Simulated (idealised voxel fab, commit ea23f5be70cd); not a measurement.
A process module follows: voxel capacitor over wiring.
Shown is cross-section cut, with a width of 200 nm and square cells of size 5 nm.
This document writes a cross-section as a grid whose cells are square, and gives it as bands, listed from the top down; one or more rows of cells form a band.
The band entry comprises the height of the band's top followed by the height of its bottom, expressed in nm, and subsequently the band's materials from left to right, each stated together with its width in nm. Where a single material is marked with the word "everywhere", that material fills the band from edge to edge. The word "air" represents empty space.
Convention: height 0 is the level below which the wafer, as received, is all one material. The lowest band does not terminate at the bottom but continues downward, represented as "0..down".
Width: "30..40" (first number = top row, second number = bottom row, same change from row to row of cells).
Any step labelled "nothing changed" changed none of the cells in the cross-section.
So "Closed internal cavities" is basically the list of trapped voids: any empty space of 8 cells or more that can't reach the top through an opening. They're written width x height at distance, the distance being from the left edge, and it's all nm.
Where a step's line continues beyond its settings, the continuation is a remark by the simulator itself on that step.
overlay nm: on a step with a mask, how far right of its planned place the mask lay; negative means left.
Steps in the process plan
- 1: RECEIVE | material Si
- 2: CONFORMAL_DEP | material SiO2 | thk nm 15
- 3: DIRECTIONAL_DEP | material TiN | thk nm 5
- 4: DIRECTIONAL_DEP | material Ru | thk nm 15
- 5: MASKED_ETCH | tone cover | mask id METAL_1 | width nm 25 | pitch nm 85 | etch materials Ru | depth nm 15 | overlay nm 0
- 6: MASKED_ETCH | tone cover | mask id METAL_1 | width nm 25 | pitch nm 85 | etch materials TiN | depth nm 5 | overlay nm 0
- 7: FILL_DEP | material lowk | thk nm 10
- 8: CMP | height nm 35
- 9: CONFORMAL_DEP | material SiCN | thk nm 5
- 10: DIRECTIONAL_DEP | material lowk | thk nm 20
- 11: MASKED_ETCH | tone open | mask id PLUG_1 | width nm 15 | etch materials lowk | depth nm 20 | overlay nm 0
- 12: MASKED_ETCH | tone open | mask id PLUG_1 | width nm 15 | etch materials SiCN | depth nm 5 | overlay nm 0
- 13: EPI | material Ru | thk nm 10
- 14: EPI | material Ru | thk nm 10
- 15: EPI | material Ru | thk nm 5
- 16: DIRECTIONAL_DEP | material TiN | thk nm 10
- 17: DIRECTIONAL_DEP | material Al2O3 | thk nm 5
- 18: DIRECTIONAL_DEP | material TiN | thk nm 5
- 19: PATTERN | tone cover | mask id UPPER_PLATE | material resist | width nm 65 | thk nm 15 | overlay nm 0
- 20: DIRECTIONAL_ETCH | etch materials TiN | depth nm 5
- 21: DIRECTIONAL_ETCH | etch materials Al2O3 | depth nm 5
- 22: STRIP | etch materials resist
- 23: PATTERN | tone cover | mask id LOWER_PLATE | material resist | width nm 75 | thk nm 20 | overlay nm 0
- 24: DIRECTIONAL_ETCH | etch materials TiN | depth nm 10
- 25: STRIP | etch materials resist
- 26: FILL_DEP | material SiO2 | thk nm 15
- 27: CMP | height nm 90
- 28: DIRECTIONAL_DEP | material aC | thk nm 15
- 29: PATTERN | tone open | mask id PLUG_2 | material resist | width nm 15 | thk nm 30 | overlay nm 0
- 30: DIRECTIONAL_ETCH | etch materials aC | depth nm 15
- 31: STRIP | etch materials resist
- 32: DIRECTIONAL_ETCH | etch materials SiO2 | depth nm 10
- 33: STRIP | etch materials aC
- 34: CONFORMAL_DEP | material TiN | thk nm 5
- 35: FILL_DEP | material W | thk nm 10
- 36: CMP | height nm 90
- 37: CONFORMAL_DEP | material SiCN | thk nm 5
Incoming wafer in cross-section (state: after step 1)
* 0..down | Si everywhere
* Closed internal cavities: none
Cross-section taken at module completion on the first of two wafers; processed per the plan
* 95..90 | SiCN everywhere
* 90..85 | SiO2 (65), then TiN (5), then W (5), then TiN (5), then SiO2 (120)
* 85..75 | SiO2 (65..55), then TiN (15..65), then SiO2 (120..80)
* 75..70 | SiO2 (55), then Al2O3 (65), then SiO2 (80)
* 70..60 | SiO2 (50), then TiN (75), then SiO2 (75)
* 60..40 | lowk (55), then Ru (15), then lowk (130)
* 40..35 | SiCN (55), then Ru (15), then SiCN (130)
* 35..20 | lowk (45), then Ru (25), then lowk (60), then Ru (25), then lowk (45)
* 20..15 | lowk (45), then TiN (25), then lowk (60), then TiN (25), then lowk (45)
* 15..0 | SiO2 everywhere
* 0..down | Si everywhere
* Closed internal cavities: none
Cross-sectional view of the second of two wafers upon completion of the module. This wafer shared its starting condition and process plan with the first; one error was made during its execution
* 95..90 | SiCN everywhere
* 90..85 | SiO2 (65), then TiN (5), then W (5), then TiN (5), then SiO2 (120)
* 85..75 | SiO2 (65..55), then TiN (15..65), then SiO2 (120..80)
* 75..70 | SiO2 (55), then Al2O3 (65), then SiO2 (80)
* 70..60 | SiO2 (50), then TiN (75), then SiO2 (75)
* 60..40 | lowk (55), then Ru (20), then lowk (125)
* 40..35 | SiCN (55), then Ru (15), then SiCN (130)
* 35..20 | lowk (45), then Ru (25), then lowk (60), then Ru (25), then lowk (45)
* 20..15 | lowk (45), then TiN (25), then lowk (60), then TiN (25), then lowk (45)
* 15..0 | SiO2 everywhere
* 0..down | Si everywhere
* Closed internal cavities: none
Deviation noted in wafer processing: step 11 did not happen as planned, as run it was MASKED_ETCH | tone open | mask id PLUG_1 | width nm 20 | etch materials lowk | depth nm 20 | overlay nm 0
The final cell counts differ between the wafers, with the second having more or fewer of some materials than the first: +4 Ru, -4 lowk
